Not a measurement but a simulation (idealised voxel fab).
process module | voxel gate over fins
cross-section cut | 175 nm wide | cells 5 nm
A cross-section is a grid of square cells, given in bands from the top down. A band is one or more rows of cells.
Each band's line starts with the height of the band's top and of its bottom, in nm. Then come its materials from left to right, each with its width in nm. One material with "throughout" fills the band from edge to edge. "air" is empty space.
Height 0 is the level under which the wafer as received is all one material. The lowest band goes on downwards, as in "0 down".
A width such as "30 to 40" changes by the same amount from each row of cells to the next, from the band's top row to its bottom row.
"no change" after a step means that no cell of the cross-section changed.
closed voids: empty space of 8 cells or more with no open way to the top, each as width x height at its distance from the left edge, in nm
after a step's settings: what the simulator itself notes on the step
overlay nm, on a step with a mask: how far to the right of its planned place the mask lay; to the left if negative
plan
1 op RECEIVE | material Si
2 op CONFORMAL_DEP | material SiN | thk nm 5
3 op DIRECTIONAL_DEP | material aC | thk nm 15
4 op PATTERN | tone cover | mask id FINS | material resist | width nm 15 | pitch nm 35 | thk nm 35 | overlay nm 0
5 op DIRECTIONAL_ETCH | etch materials aC | depth nm 15
6 op STRIP | etch materials resist
7 op DIRECTIONAL_ETCH | etch materials SiN | depth nm 5
8 op DIRECTIONAL_ETCH | etch materials Si | depth nm 30
9 op STRIP | etch materials aC
10 op FILL_DEP | material SiO2 | thk nm 5
11 op CMP | height nm 5
12 op SELECTIVE_ETCH | etch materials SiO2 | depth nm 20
13 op STRIP | etch materials SiN
14 op CONFORMAL_DEP | material HfO2 | thk nm 5
15 op CONFORMAL_DEP | material TiN | thk nm 5
16 op FILL_DEP | material W | thk nm 10
17 op CMP | height nm 15
18 op CONFORMAL_DEP | material SiCN | thk nm 10
first wafer, as planned
as received, after step 1
  0 down: Si throughout
  closed voids: none
after step 2
  5 to 0: SiN throughout
  below 0: unchanged
after step 3
  20 to 5: aC throughout
  below 5: unchanged
after step 4
  55 to 20: air 60 | resist 15 | air 20 | resist 15 | air 65
  below 20: unchanged
after step 5
  40 to 20: air 60 | resist 15 | air 20 | resist 15 | air 65
  20 to 5: air 60 | aC 15 | air 20 | aC 15 | air 65
  below 5: unchanged
after step 6
  20 to 5: air 60 | aC 15 | air 20 | aC 15 | air 65
  below 5: unchanged
after step 7
  20 to 5: air 60 | aC 15 | air 20 | aC 15 | air 65
  5 to 0: air 60 | SiN 15 | air 20 | SiN 15 | air 65
  below 0: unchanged
after step 8
  20 to 5: air 60 | aC 15 | air 20 | aC 15 | air 65
  5 to 0: air 60 | SiN 15 | air 20 | SiN 15 | air 65
  0 to -30: air 60 | Si 15 | air 20 | Si 15 | air 65
  below -30: unchanged
after step 9
  5 to 0: air 60 | SiN 15 | air 20 | SiN 15 | air 65
  below 0: unchanged
after step 10
  10 to 5: SiO2 throughout
  5 to 0: SiO2 60 | SiN 15 | SiO2 20 | SiN 15 | SiO2 65
  0 to -30: SiO2 60 | Si 15 | SiO2 20 | Si 15 | SiO2 65
  below -30: unchanged
after step 11
  5 to 0: SiO2 60 | SiN 15 | SiO2 20 | SiN 15 | SiO2 65
  below 0: unchanged
after step 12
  5 to 0: air 60 | SiN 15 | air 20 | SiN 15 | air 65
  0 to -15: air 60 | Si 15 | air 20 | Si 15 | air 65
  below -15: unchanged
after step 13
  0 to -15: air 60 | Si 15 | air 20 | Si 15 | air 65
  below -15: unchanged
after step 14
  5 to 0: air 55 | HfO2 25 | air 10 | HfO2 25 | air 60
  0 to -10: air 55 | HfO2 5 | Si 15 | HfO2 5 | air 10 | HfO2 5 | Si 15 | HfO2 5 | air 60
  -10 to -15: HfO2 60 | Si 15 | HfO2 20 | Si 15 | HfO2 65
  below -15: unchanged
after step 15
  10 to 5: air 50 | TiN 70 | air 55
  5 to 0: air 50 | TiN 5 | HfO2 25 | TiN 10 | HfO2 25 | TiN 5 | air 55
  0 to -5: air 50 | TiN 5 | HfO2 5 | Si 15 | HfO2 5 | TiN 10 | HfO2 5 | Si 15 | HfO2 5 | TiN 5 | air 55
  -5 to -10: TiN 55 | HfO2 5 | Si 15 | HfO2 5 | TiN 10 | HfO2 5 | Si 15 | HfO2 5 | TiN 60
  below -10: unchanged
after step 16
  20 to 10: W throughout
  10 to 5: W 50 | TiN 70 | W 55
  5 to 0: W 50 | TiN 5 | HfO2 25 | TiN 10 | HfO2 25 | TiN 5 | W 55
  0 to -5: W 50 | TiN 5 | HfO2 5 | Si 15 | HfO2 5 | TiN 10 | HfO2 5 | Si 15 | HfO2 5 | TiN 5 | W 55
  below -5: unchanged
after step 17
  15 to 10: W throughout
  below 10: unchanged
after step 18
  25 to 15: SiCN throughout
  below 15: unchanged
second wafer: like start, like plan, one mistake. Through step 11 it matches the first wafer
when step 12 should have ended
  5 to 0: SiO2 60 | air 15 | SiO2 20 | air 15 | SiO2 65
  below 0: unchanged
when step 13 should have ended
  0 to -15: air 60 | Si 15 | air 20 | Si 15 | air 65
  -15 to -20: SiO2 40 | air 20 | Si 15 | air 20 | Si 15 | air 20 | SiO2 45
  below -20: unchanged
when step 14 should have ended
  5 to 0: air 55 | HfO2 25 | air 10 | HfO2 25 | air 60
  0 to -10: air 55 | HfO2 5 | Si 15 | HfO2 5 | air 10 | HfO2 5 | Si 15 | HfO2 5 | air 60
  -10 to -15: HfO2 45 | air 10 | HfO2 5 | Si 15 | HfO2 5 | air 10 | HfO2 5 | Si 15 | HfO2 5 | air 10 | HfO2 50
  -15 to -20: SiO2 40 | HfO2 20 | Si 15 | HfO2 20 | Si 15 | HfO2 20 | SiO2 45
  below -20: unchanged
when step 15 should have ended
  10 to 5: air 50 | TiN 70 | air 55
  5 to 0: air 50 | TiN 5 | HfO2 25 | TiN 10 | HfO2 25 | TiN 5 | air 55
  0 to -5: air 50 | TiN 5 | HfO2 5 | Si 15 | HfO2 5 | TiN 10 | HfO2 5 | Si 15 | HfO2 5 | TiN 5 | air 55
  -5 to -10: TiN 55 | HfO2 5 | Si 15 | HfO2 5 | TiN 10 | HfO2 5 | Si 15 | HfO2 5 | TiN 60
  -10 to -15: HfO2 45 | TiN 10 | HfO2 5 | Si 15 | HfO2 5 | TiN 10 | HfO2 5 | Si 15 | HfO2 5 | TiN 10 | HfO2 50
  below -15: unchanged
when step 16 should have ended
  20 to 10: W throughout
  10 to 5: W 50 | TiN 70 | W 55
  5 to 0: W 50 | TiN 5 | HfO2 25 | TiN 10 | HfO2 25 | TiN 5 | W 55
  0 to -5: W 50 | TiN 5 | HfO2 5 | Si 15 | HfO2 5 | TiN 10 | HfO2 5 | Si 15 | HfO2 5 | TiN 5 | W 55
  below -5: unchanged
when step 17 should have ended
  15 to 10: W throughout
  below 10: unchanged
when step 18 should have ended
  25 to 15: SiCN throughout
  below 15: unchanged
what went wrong: steps 12 and 13 were swapped
at the end the second wafer has, in cells: 6 more of HfO2 | 12 fewer of SiO2 | 6 more of TiN
